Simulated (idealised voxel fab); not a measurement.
Proc. module: voxel transistor to metal
Square cell edge 5 nm, section width 260 nm, ID cut.
In this document a cross-section is written as a grid of square cells. It is given as a series of bands, listed from the top down, and a band is one or more rows of cells. Per band: top height and bottom height in nm, followed by the left-to-right materials and their widths in nm; "throughout" marks a single material spanning edge to edge, "air" marks empty space. For the purposes of this specification, 0 denotes the height below which the wafer in its as-received condition is composed wholly of one material, and the lowermost band, lacking a lower limit, extends downward without end, as expressed in "top 0, no bottom". The width entry "30->40" should be interpreted row by row: the top row of cells in the band takes the first number, the bottom row takes the second number, and the change between adjacent rows is uniform throughout. You'll sometimes find "no alterations made" written for a step, and that's the way of saying that nowhere in the cross-section did a cell change during that step. "Enclosed internal cavities" - sealed voids, min. 8 cells, no opening to top; format: width x height at distance (distance from left edge; nm throughout). Text after the settings on a step's line: the simulator's own remark on that step. overlay nm: step with mask; distance mask lay right of planned place; negative value = left of planned place.

## Steps planned for the process
step 1: RECEIVE: material Si
step 2: CONFORMAL_DEP: material SiO2, thk nm 5
step 3: CONFORMAL_DEP: material SiN, thk nm 15
step 4: DIRECTIONAL_DEP: material aC, thk nm 15
step 5: PATTERN: tone cover, mask id ACTIVE, material resist, width nm 105, pitch nm 125, thk nm 35, overlay nm 0
step 6: DIRECTIONAL_ETCH: etch materials aC, depth nm 15
step 7: STRIP: etch materials resist
step 8: DIRECTIONAL_ETCH: etch materials SiN, depth nm 15
step 9: DIRECTIONAL_ETCH: etch materials SiO2, depth nm 5
step 10: DIRECTIONAL_ETCH: etch materials Si, depth nm 30
step 11: STRIP: etch materials aC
step 12: FILL_DEP: material SiO2, thk nm 10
step 13: CMP: height nm 20
step 14: SELECTIVE_ETCH: etch materials SiO2, depth nm 5
step 15: STRIP: etch materials SiN
step 16: SELECTIVE_ETCH: etch materials SiO2, depth nm 5
step 17: OXIDIZE: depth nm 5
step 18: DIRECTIONAL_DEP: material polySi, thk nm 25
step 19: DIRECTIONAL_DEP: material SiCN, thk nm 10
step 20: MASKED_ETCH: tone cover, mask id GATE, width nm 15, pitch nm 125, etch materials SiCN, depth nm 20, overlay nm 0
step 21: MASKED_ETCH: tone cover, mask id GATE, width nm 15, pitch nm 125, etch materials polySi, depth nm 35, overlay nm 0
step 22: CONFORMAL_DEP: material SiN, thk nm 5
step 23: DIRECTIONAL_ETCH: etch materials SiN, depth nm 5
step 24: DIRECTIONAL_ETCH: etch materials SiO2, depth nm 5
step 25: EPI: material nSi, thk nm 5
step 26: FILL_DEP: material SiO2, thk nm 10
step 27: CMP: height nm 35
step 28: DIRECTIONAL_DEP: material SiO2, thk nm 10
step 29: DIRECTIONAL_DEP: material aC, thk nm 10
step 30: PATTERN: tone open, mask id CONTACT, material resist, width nm 20, thk nm 25, overlay nm 0
step 31: DIRECTIONAL_ETCH: etch materials aC, depth nm 10
step 32: STRIP: etch materials resist
step 33: DIRECTIONAL_ETCH: etch materials SiO2, depth nm 45
step 34: STRIP: etch materials aC
step 35: CONFORMAL_DEP: material TiN, thk nm 5
step 36: FILL_DEP: material W, thk nm 10
step 37: CMP: height nm 45
step 38: DIRECTIONAL_DEP: material TiN, thk nm 5
step 39: DIRECTIONAL_DEP: material W, thk nm 20
step 40: MASKED_ETCH: tone cover, mask id METAL_1, width nm 20, etch materials W, depth nm 20, overlay nm 0
step 41: MASKED_ETCH: tone cover, mask id METAL_1, width nm 15, etch materials TiN, depth nm 5, overlay nm 0
step 42: FILL_DEP: material lowk, thk nm 5
step 43: CMP: height nm 70
step 44: CONFORMAL_DEP: material SiCN, thk nm 5
step 45: DIRECTIONAL_DEP: material SiO2, thk nm 25
step 46: PATTERN: tone open, mask id METAL_2, material resist, width nm 20, pitch nm 125, thk nm 15, overlay nm 0
step 47: DIRECTIONAL_ETCH: etch materials SiO2, depth nm 15
step 48: STRIP: etch materials resist
step 49: PATTERN: tone open, mask id METAL_2_HOLES, material resist, width nm 15, pitch nm 125, thk nm 20, overlay nm 0
step 50: DIRECTIONAL_ETCH: etch materials SiO2, depth nm 10
step 51: DIRECTIONAL_ETCH: etch materials SiCN, depth nm 5
step 52: STRIP: etch materials resist
step 53: CONFORMAL_DEP: material TiN, thk nm 5
step 54: FILL_DEP: material Ru, thk nm 10
step 55: CMP: height nm 100
step 56: CONFORMAL_DEP: material SiN, thk nm 5
Variable across wafers: step 41 width nm (plan value is that of the first wafer; starting state common to all).

## The as-received cross-section of the first of several wafers corresponds to the state after step 1
  top 0, no bottom | Si throughout
  Enclosed internal cavities: none

## first wafer at the end, after step 56
  top 105, bottom 100 | SiN throughout
  top 100, bottom 90 | SiO2 (20)  TiN (5)  Ru (10)  TiN (5)  SiO2 (105)  TiN (5)  Ru (10)  TiN (5)  SiO2 (95)
  top 90, bottom 85 | SiO2 (20)  TiN (5)  Ru (5)  TiN (10)  SiO2 (105)  TiN (5)  Ru (5)  TiN (10)  SiO2 (95)
  top 85, bottom 75 | SiO2 (20)  TiN (5)  Ru (5)  TiN (5)  SiO2 (110)  TiN (5)  Ru (5)  TiN (5)  SiO2 (100)
  top 75, bottom 70 | SiCN (20)  TiN (15)  SiCN (110)  TiN (15)  SiCN (100)
  top 70, bottom 50 | lowk (20)  W (20)  lowk (55)  W (20)  lowk (30)  W (20)  lowk (55)  W (20)  lowk (20)
  top 50, bottom 45 | lowk (20)  TiN (20)  lowk (55)  TiN (20)  lowk (30)  TiN (20)  lowk (55)  TiN (20)  lowk (20)
  top 45, bottom 35 | SiO2 (20)  TiN (5)  W (10)  TiN (5)  SiO2 (55)  TiN (5)  W (10)  TiN (5)  SiO2 (30)  TiN (5)  W (10)  TiN (5)  SiO2 (55)  TiN (5)  W (10)  TiN (5)  SiO2 (20)
  top 35, bottom 25 | SiO2 (20)  TiN (5)  W (10)  TiN (5)  SiO2 (15)  SiN (5)  SiCN (15)  SiN (5)  SiO2 (15)  TiN (5)  W (10)  TiN (5)  SiO2 (30)  TiN (5)  W (10)  TiN (5)  SiO2 (15)  SiN (5)  SiCN (15)  SiN (5)  SiO2 (15)  TiN (5)  W (10)  TiN (5)  SiO2 (20)
  top 25, bottom 10 | SiO2 (20)  TiN (5)  W (10)  TiN (5)  SiO2 (15)  SiN (5)  polySi (15)  SiN (5)  SiO2 (15)  TiN (5)  W (10)  TiN (5)  SiO2 (30)  TiN (5)  W (10)  TiN (5)  SiO2 (15)  SiN (5)  polySi (15)  SiN (5)  SiO2 (15)  TiN (5)  W (10)  TiN (5)  SiO2 (20)
  top 10, bottom 5 | SiO2 (10)  SiN (5)  SiO2 (5)  TiN (5)  W (10)  TiN (5)  SiO2 (15)  SiN (5)  polySi (15)  SiN (5)  SiO2 (15)  TiN (5)  W (10)  TiN (5)  SiO2 (5)  SiN (5)  SiO2 (10)  SiN (5)  SiO2 (5)  TiN (5)  W (10)  TiN (5)  SiO2 (15)  SiN (5)  polySi (15)  SiN (5)  SiO2 (15)  TiN (5)  W (10)  TiN (5)  SiO2 (5)  SiN (5)  SiO2 (10)
  top 5, bottom 0 | SiO2 (10)  SiN (5)  SiO2 (5)  TiN (20)  SiO2 (15)  SiN (5)  polySi (15)  SiN (5)  SiO2 (15)  TiN (20)  SiO2 (5)  SiN (5)  SiO2 (10)  SiN (5)  SiO2 (5)  TiN (20)  SiO2 (15)  SiN (5)  polySi (15)  SiN (5)  SiO2 (15)  TiN (20)  SiO2 (5)  SiN (5)  SiO2 (10)
  top 0, bottom -5 | SiO2 (15)  nSi (40)  SiO2 (25)  nSi (40)  SiO2 (20)  nSi (40)  SiO2 (25)  nSi (40)  SiO2 (15)
  top -5, bottom -30 | SiO2 (15)  Si (105)  SiO2 (20)  Si (105)  SiO2 (15)
  top -30, no bottom | Si throughout
  Enclosed internal cavities: none

## The final wafer, sectioned at module end
  top 105, bottom 100 | SiN throughout
  top 100, bottom 90 | SiO2 (20)  TiN (5)  Ru (10)  TiN (5)  SiO2 (105)  TiN (5)  Ru (10)  TiN (5)  SiO2 (95)
  top 90, bottom 85 | SiO2 (20)  TiN (5)  Ru (5)  TiN (10)  SiO2 (105)  TiN (5)  Ru (5)  TiN (10)  SiO2 (95)
  top 85, bottom 75 | SiO2 (20)  TiN (5)  Ru (5)  TiN (5)  SiO2 (110)  TiN (5)  Ru (5)  TiN (5)  SiO2 (100)
  top 75, bottom 70 | SiCN (20)  TiN (15)  SiCN (110)  TiN (15)  SiCN (100)
  top 70, bottom 50 | lowk (20)  W (20)  lowk (55)  W (20)  lowk (30)  W (20)  lowk (55)  W (20)  lowk (20)
  top 50, bottom 45 | lowk (15)  TiN (30)  lowk (45)  TiN (30)  lowk (20)  TiN (30)  lowk (45)  TiN (30)  lowk (15)
  top 45, bottom 35 | SiO2 (20)  TiN (5)  W (10)  TiN (5)  SiO2 (55)  TiN (5)  W (10)  TiN (5)  SiO2 (30)  TiN (5)  W (10)  TiN (5)  SiO2 (55)  TiN (5)  W (10)  TiN (5)  SiO2 (20)
  top 35, bottom 25 | SiO2 (20)  TiN (5)  W (10)  TiN (5)  SiO2 (15)  SiN (5)  SiCN (15)  SiN (5)  SiO2 (15)  TiN (5)  W (10)  TiN (5)  SiO2 (30)  TiN (5)  W (10)  TiN (5)  SiO2 (15)  SiN (5)  SiCN (15)  SiN (5)  SiO2 (15)  TiN (5)  W (10)  TiN (5)  SiO2 (20)
  top 25, bottom 10 | SiO2 (20)  TiN (5)  W (10)  TiN (5)  SiO2 (15)  SiN (5)  polySi (15)  SiN (5)  SiO2 (15)  TiN (5)  W (10)  TiN (5)  SiO2 (30)  TiN (5)  W (10)  TiN (5)  SiO2 (15)  SiN (5)  polySi (15)  SiN (5)  SiO2 (15)  TiN (5)  W (10)  TiN (5)  SiO2 (20)
  top 10, bottom 5 | SiO2 (10)  SiN (5)  SiO2 (5)  TiN (5)  W (10)  TiN (5)  SiO2 (15)  SiN (5)  polySi (15)  SiN (5)  SiO2 (15)  TiN (5)  W (10)  TiN (5)  SiO2 (5)  SiN (5)  SiO2 (10)  SiN (5)  SiO2 (5)  TiN (5)  W (10)  TiN (5)  SiO2 (15)  SiN (5)  polySi (15)  SiN (5)  SiO2 (15)  TiN (5)  W (10)  TiN (5)  SiO2 (5)  SiN (5)  SiO2 (10)
  top 5, bottom 0 | SiO2 (10)  SiN (5)  SiO2 (5)  TiN (20)  SiO2 (15)  SiN (5)  polySi (15)  SiN (5)  SiO2 (15)  TiN (20)  SiO2 (5)  SiN (5)  SiO2 (10)  SiN (5)  SiO2 (5)  TiN (20)  SiO2 (15)  SiN (5)  polySi (15)  SiN (5)  SiO2 (15)  TiN (20)  SiO2 (5)  SiN (5)  SiO2 (10)
  top 0, bottom -5 | SiO2 (15)  nSi (40)  SiO2 (25)  nSi (40)  SiO2 (20)  nSi (40)  SiO2 (25)  nSi (40)  SiO2 (15)
  top -5, bottom -30 | SiO2 (15)  Si (105)  SiO2 (20)  Si (105)  SiO2 (15)
  top -30, no bottom | Si throughout
  Enclosed internal cavities: none

## For your reference, the table is organized with a row per wafer; each row reflects the wafer at the end of the module, indicating for each material the cells gained (+) or lost (-) since receipt, and thereafter its closed voids
width nm 15 | +14 Ru | -102 Si | +58 SiCN | +88 SiN | +540 SiO2 | +124 TiN | +128 W | +180 lowk | +32 nSi | +30 polySi | Enclosed internal cavities: none
width nm 20 | +14 Ru | -102 Si | +58 SiCN | +88 SiN | +540 SiO2 | +124 TiN | +128 W | +180 lowk | +32 nSi | +30 polySi | Enclosed internal cavities: none
width nm 25 | +14 Ru | -102 Si | +58 SiCN | +88 SiN | +540 SiO2 | +128 TiN | +128 W | +176 lowk | +32 nSi | +30 polySi | Enclosed internal cavities: none
width nm 30 | +14 Ru | -102 Si | +58 SiCN | +88 SiN | +540 SiO2 | +132 TiN | +128 W | +172 lowk | +32 nSi | +30 polySi | Enclosed internal cavities: none
